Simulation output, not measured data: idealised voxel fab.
Proc. module: voxel air gaps
The cross-section on display is named cut; it measures 175 nm wide, and its cells are 5 nm squares.
If you're reading a cross-section in this doc, picture square cells in a grid; it comes to you as bands, top ones listed first down to the bottom, and a band can be one or more rows of cells. Band entry format. Leading values: height of top, height of bottom, nm. Remainder: materials in left-to-right order, each with its width in nm. Special words: "full width" on a single material, which then fills the band edge to edge; "air", empty space. We count height from 0. Below that, the starting wafer is all one material. The lowest band never ends at the bottom but goes on down; see "0..down" for how that is written. Note: "30->40" means the width goes from the first number (top row of the band) to the second number (bottom row) in equal steps per row of cells. Step note "nothing different" = no cross-section cell changed. So "Closed internal cavities" is basically the list of trapped voids: any empty space of 8 cells or more that can't reach the top through an opening. They're written width x height at distance, the distance being from the left edge, and it's all nm. The remark found on a step's line after its settings is issued by the simulator itself and pertains to that step. overlay nm: on a step with a mask, how far right of its planned place the mask lay; negative means left.
# This section lists the process steps that were planned
1. RECEIVE with material Si
2. CONFORMAL_DEP with material SiO2, thk nm 15
3. CONFORMAL_DEP with material SiCN, thk nm 5
4. DIRECTIONAL_DEP with material lowk, thk nm 35
5. DIRECTIONAL_DEP with material aC, thk nm 15
6. PATTERN with tone open, mask id LINES, material resist, width nm 20, pitch nm 50, thk nm 35, overlay nm 0
7. DIRECTIONAL_ETCH with etch materials aC, depth nm 15
8. STRIP with etch materials resist
9. DIRECTIONAL_ETCH with etch materials lowk, depth nm 35
10. STRIP with etch materials aC
11. CONFORMAL_DEP with material TiN, thk nm 5
12. FILL_DEP with material W, thk nm 10
13. CMP with height nm 55
14. EPI with material Ru, thk nm 10
15. SELECTIVE_ETCH with etch materials lowk, depth nm 45
16. CONFORMAL_DEP with material SiCN, thk nm 5
# Wafer cross-section on receipt, i.e. after step 1
* 0..down  Si full width
* Closed internal cavities: none
# Cross-section, first of two wafers, end of module, run as planned
* 70..65  10 of air; 150 of SiCN; 15 of air
* 65..55  10 of air; 5 of SiCN; 40 of Ru; 10 of SiCN; 40 of Ru; 10 of SiCN; 40 of Ru; 5 of SiCN; 15 of air
* 55..50  10 of air; 15 of SiCN; 5 of TiN; 10 of W; 5 of TiN; 30 of SiCN; 5 of TiN; 10 of W; 5 of TiN; 30 of SiCN; 5 of TiN; 10 of W; 5 of TiN; 15 of SiCN; 15 of air
* 50..25  20 of air; 5 of SiCN; 5 of TiN; 10 of W; 5 of TiN; 5 of SiCN; 20 of air; 5 of SiCN; 5 of TiN; 10 of W; 5 of TiN; 5 of SiCN; 20 of air; 5 of SiCN; 5 of TiN; 10 of W; 5 of TiN; 5 of SiCN; 25 of air
* 25..20  25 of SiCN; 20 of TiN; 30 of SiCN; 20 of TiN; 30 of SiCN; 20 of TiN; 30 of SiCN
* 20..15  SiCN full width
* 15..0  SiO2 full width
* 0..down  Si full width
* Closed internal cavities: 20 x 25 at 50; 20 x 25 at 100
# Second wafer of the two, sectioned at the end of the module. It began like the first and followed the same plan, but one mistake was made while running it
* 70..65  10 of air; 150 of SiCN; 15 of air
* 65..55  10 of air; 5 of SiCN; 40 of Ru; 10 of SiCN; 40 of Ru; 10 of SiCN; 40 of Ru; 5 of SiCN; 15 of air
* 55..50  10 of air; 15 of SiCN; 5 of TiN; 10 of aC; 5 of TiN; 30 of SiCN; 5 of TiN; 10 of aC; 5 of TiN; 30 of SiCN; 5 of TiN; 10 of aC; 5 of TiN; 15 of SiCN; 15 of air
* 50..25  20 of air; 5 of SiCN; 5 of TiN; 10 of aC; 5 of TiN; 5 of SiCN; 20 of air; 5 of SiCN; 5 of TiN; 10 of aC; 5 of TiN; 5 of SiCN; 20 of air; 5 of SiCN; 5 of TiN; 10 of aC; 5 of TiN; 5 of SiCN; 25 of air
* 25..20  25 of SiCN; 20 of TiN; 30 of SiCN; 20 of TiN; 30 of SiCN; 20 of TiN; 30 of SiCN
* 20..15  SiCN full width
* 15..0  SiO2 full width
* 0..down  Si full width
* Closed internal cavities: 20 x 25 at 50; 20 x 25 at 100
What broke from the plan during processing? it should be noted that step 12 was executed with settings other than those planned, the operation and settings actually applied being FILL_DEP with material aC, thk nm 10
FYI, end of process, the second wafer has more or fewer cells of some materials than the first: -36 W, +36 aC
